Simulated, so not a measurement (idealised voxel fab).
Process module name: voxel capacitor over wiring
Each square cell in cross-section cut measures 5 nm, and the section as a whole is 180 nm wide.
In this document a cross-section is written as a grid of square cells. It is given as a series of bands, listed from the top down, and a band is one or more rows of cells.
What a band's entry tells you: where the top is and where the bottom is, as heights in nm, and after that what lies inside, material by material from left to right, each with its width in nm. Empty space is written as the word "air", and a single material marked with the word "edge to edge" occupies the band from edge to edge.
Note: height 0 marks the level under which the wafer is uniformly one material as received. Lowest band unbounded below, written "0 and below".
Width "30..40": first value at the band's top row of cells, second value at its bottom row, equal change from row to row.
You'll sometimes find "everything unchanged" written for a step, and that's the way of saying that nowhere in the cross-section did a cell change during that step.
If an empty space has no open way to the top and is at least 8 cells in size, "Closed void catalog" lists it, written width x height at distance, where distance is measured from the left edge and every value is in nm.
It should be noted that, on the line of a given step, the content following the step's settings is a remark produced by the simulator itself with respect to that step.
overlay nm: mask right of planned place by this much (step with mask). Neg. = left.

Process steps (planned):
- 1: RECEIVE, material Si
- 2: CONFORMAL_DEP, material SiO2, thk nm 15
- 3: DIRECTIONAL_DEP, material TiN, thk nm 5
- 4: DIRECTIONAL_DEP, material Ru, thk nm 20
- 5: PATTERN, tone cover, mask id METAL_1, material resist, width nm 25, pitch nm 95, thk nm 20, overlay nm 0
- 6: DIRECTIONAL_ETCH, etch materials Ru, depth nm 20
- 7: DIRECTIONAL_ETCH, etch materials TiN, depth nm 5
- 8: STRIP, etch materials resist
- 9: CONFORMAL_DEP, material SiCN, thk nm 5
- 10: FILL_DEP, material lowk, thk nm 5
- 11: CMP, height nm 40
- 12: CONFORMAL_DEP, material SiCN, thk nm 5
- 13: DIRECTIONAL_DEP, material SiO2, thk nm 10
- 14: DIRECTIONAL_DEP, material aC, thk nm 15
- 15: PATTERN, tone open, mask id PLUG_1, material resist, width nm 15, thk nm 35, overlay nm 0
- 16: DIRECTIONAL_ETCH, etch materials aC, depth nm 15
- 17: STRIP, etch materials resist
- 18: DIRECTIONAL_ETCH, etch materials SiO2, depth nm 10
- 19: DIRECTIONAL_ETCH, etch materials SiCN, depth nm 5
- 20: STRIP, etch materials aC
- 21: EPI, material Ru, thk nm 10
- 22: EPI, material Ru, thk nm 5
- 23: DIRECTIONAL_DEP, material TiN, thk nm 5
- 24: DIRECTIONAL_DEP, material HfO2, thk nm 5
- 25: DIRECTIONAL_DEP, material TiN, thk nm 5
- 26: DIRECTIONAL_DEP, material aC, thk nm 15
- 27: PATTERN, tone cover, mask id UPPER_PLATE, material resist, width nm 75, thk nm 30, overlay nm 0
- 28: DIRECTIONAL_ETCH, etch materials aC, depth nm 15
- 29: STRIP, etch materials resist
- 30: DIRECTIONAL_ETCH, etch materials TiN, depth nm 5
- 31: DIRECTIONAL_ETCH, etch materials HfO2, depth nm 5
- 32: STRIP, etch materials aC
- 33: DIRECTIONAL_DEP, material aC, thk nm 15
- 34: PATTERN, tone cover, mask id LOWER_PLATE, material resist, width nm 85, thk nm 35, overlay nm 0
- 35: DIRECTIONAL_ETCH, etch materials aC, depth nm 15
- 36: STRIP, etch materials resist
- 37: DIRECTIONAL_ETCH, etch materials TiN, depth nm 5
- 38: STRIP, etch materials aC
- 39: FILL_DEP, material SiO2, thk nm 15
- 40: CMP, height nm 80
- 41: DIRECTIONAL_DEP, material aC, thk nm 10
- 42: PATTERN, tone open, mask id PLUG_2, material resist, width nm 15, thk nm 30, overlay nm 0
- 43: DIRECTIONAL_ETCH, etch materials aC, depth nm 10
- 44: STRIP, etch materials resist
- 45: DIRECTIONAL_ETCH, etch materials SiO2, depth nm 10
- 46: STRIP, etch materials aC
- 47: CONFORMAL_DEP, material TiN, thk nm 5
- 48: FILL_DEP, material W, thk nm 10
- 49: CMP, height nm 80
- 50: CONFORMAL_DEP, material SiCN, thk nm 5

So this is the incoming wafer in cross-section - it's already been through step 1:
0 and below: Si edge to edge
Closed void catalog: none

Final cross-section, module run with one mistake (start and plan as above):
85 down to 80: SiCN edge to edge
80 down to 75: SiO2 50 nm; TiN 5 nm; W 5 nm; TiN 5 nm; SiO2 115 nm
75 down to 70: SiO2 50 nm; TiN 15 nm; SiO2 115 nm
70 down to 65: SiO2 35 nm; TiN 5 nm; SiO2 75 nm; TiN 5 nm; SiO2 60 nm
65 down to 60: HfO2 40 nm; SiO2 75 nm; HfO2 65 nm
60 down to 55: TiN edge to edge
55 down to 45: SiO2 40 nm; Ru 15 nm; SiO2 125 nm
45 down to 40: SiCN 40 nm; Ru 15 nm; SiCN 125 nm
40 down to 20: lowk 25 nm; SiCN 5 nm; Ru 25 nm; SiCN 5 nm; lowk 60 nm; SiCN 5 nm; Ru 25 nm; SiCN 5 nm; lowk 25 nm
20 down to 15: SiCN 30 nm; TiN 25 nm; SiCN 70 nm; TiN 25 nm; SiCN 30 nm
15 down to 0: SiO2 edge to edge
0 and below: Si edge to edge
Closed void catalog: none
What broke from the plan during processing? the process deviated at step 27: the operation and settings actually run there were PATTERN, tone open, mask id UPPER_PLATE, material resist, width nm 75, thk nm 30, overlay nm 0
